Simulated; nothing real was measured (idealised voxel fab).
Title: Process Module voxel self aligned vias
Square cells of 5 nm make up the cross-section cut, whose width is 185 nm.
Heads up, the way a cross-section reads in here is a grid of square cells, handed over as bands from the top down, with every band being one or more rows of cells. Band entry format. Leading values: height of top, height of bottom, nm. Remainder: materials in left-to-right order, each with its width in nm. Special words: "all across" on a single material, which then fills the band edge to edge; "air", empty space. Heights are expressed relative to 0, this being the level below which the as-received wafer comprises one material exclusively. The lowest band is unbounded in the downward direction and is denoted as in "0 nm and below". The notation "30..40" denotes a width that varies across the rows of cells in the band, beginning at the first number in the top row, finishing at the second number in the bottom row, and changing by an identical amount from each row to the next. What does "nothing got changed" mean for a step? It means no cell of the cross-section changed in that step. "Closed void listing" contains a list of empty spaces, each no smaller than 8 cells and without an open way to the top, written in the form width x height at distance with the distance from the left edge and all three in nm. On each step's line, the part that comes after the settings is the simulator's own comment on the step. The "overlay nm" setting may appear on a step's line; for a step that uses a mask, it gives how far to the right of its planned position the mask lay, and a negative value indicates the left.
Listed below are the process steps as planned
| 1 | RECEIVE with material Si |
| 2 | CONFORMAL_DEP with material SiO2, thk nm 15 |
| 3 | CONFORMAL_DEP with material SiCN, thk nm 5 |
| 4 | DIRECTIONAL_DEP with material SiO2, thk nm 30 |
| 5 | DIRECTIONAL_DEP with material aC, thk nm 15 |
| 6 | PATTERN with tone open, mask id LINES, material resist, width nm 30, pitch nm 70, thk nm 30, overlay nm 0 |
| 7 | DIRECTIONAL_ETCH with etch materials aC, depth nm 15 |
| 8 | STRIP with etch materials resist |
| 9 | DIRECTIONAL_ETCH with etch materials SiO2, depth nm 30 |
| 10 | STRIP with etch materials aC |
| 11 | CONFORMAL_DEP with material TiN, thk nm 5 |
| 12 | FILL_DEP with material W, thk nm 10 |
| 13 | CMP with height nm 50 |
| 14 | SELECTIVE_ETCH with etch materials W Ru TiN, depth nm 5 |
| 15 | FILL_DEP with material SiN, thk nm 5 |
| 16 | CMP with height nm 50 |
| 17 | DIRECTIONAL_DEP with material SiO2, thk nm 15 |
| 18 | MASKED_ETCH with tone open, mask id VIAS, width nm 40, pitch nm 70, etch materials SiO2, depth nm 15, overlay nm 0 |
| 19 | MASKED_ETCH with tone open, mask id VIAS, width nm 40, pitch nm 70, etch materials SiN, depth nm 5, overlay nm 0 |
| 20 | CONFORMAL_DEP with material TiN, thk nm 5 |
| 21 | FILL_DEP with material W, thk nm 5 |
| 22 | CMP with height nm 65 |
| 23 | CONFORMAL_DEP with material SiCN, thk nm 5 |
This is the cross-section of the wafer as we received it, i.e. after step 1
* 0 nm and below | Si all across
* Closed void listing: none
Cross-section: first of two wafers, module finished, run according to plan
* 70 nm to 65 nm | SiCN all across
* 65 nm to 55 nm | SiO2: 35  TiN: 5  W: 30  TiN: 5  SiO2: 30  TiN: 5  W: 30  TiN: 5  SiO2: 40
* 55 nm to 50 nm | SiO2: 35  TiN: 10  W: 20  TiN: 10  SiO2: 30  TiN: 10  W: 20  TiN: 10  SiO2: 40
* 50 nm to 45 nm | SiO2: 40  TiN: 30  SiO2: 40  TiN: 30  SiO2: 45
* 45 nm to 25 nm | SiO2: 40  TiN: 5  W: 20  TiN: 5  SiO2: 40  TiN: 5  W: 20  TiN: 5  SiO2: 45
* 25 nm to 20 nm | SiO2: 40  TiN: 30  SiO2: 40  TiN: 30  SiO2: 45
* 20 nm to 15 nm | SiCN all across
* 15 nm to 0 nm | SiO2 all across
* 0 nm and below | Si all across
* Closed void listing: none
End of module, second wafer, cross-section. Started like the first, planned like the first, run with one mistake
* 70 nm to 65 nm | SiCN all across
* 65 nm to 50 nm | SiO2: 35  TiN: 5  W: 30  TiN: 5  SiO2: 30  TiN: 5  W: 30  TiN: 5  SiO2: 40
* 50 nm to 45 nm | SiN: 35  TiN: 40  SiN: 30  TiN: 40  SiN: 40
* 45 nm to 40 nm | TiN: 45  W: 20  TiN: 50  W: 20  TiN: 50
* 40 nm to 15 nm | SiO2: 40  TiN: 5  W: 20  TiN: 5  SiO2: 40  TiN: 5  W: 20  TiN: 5  SiO2: 45
* 15 nm to 10 nm | SiO2: 40  TiN: 30  SiO2: 40  TiN: 30  SiO2: 45
* 10 nm to 5 nm | SiCN all across
* 5 nm to 0 nm | SiO2 all across
* 0 nm and below | Si all across
* Closed void listing: none
It is concluded that the wafer was processed incorrectly with respect to the plan, in that for step 2, the planned setting was not used; the step was instead run as CONFORMAL_DEP with material SiO2, thk nm 5
In the final state, the cell counts of the second wafer exceed or fall short of those of the first for the following materials: SiN +21 | SiO2 -74 | TiN +33 | W +20
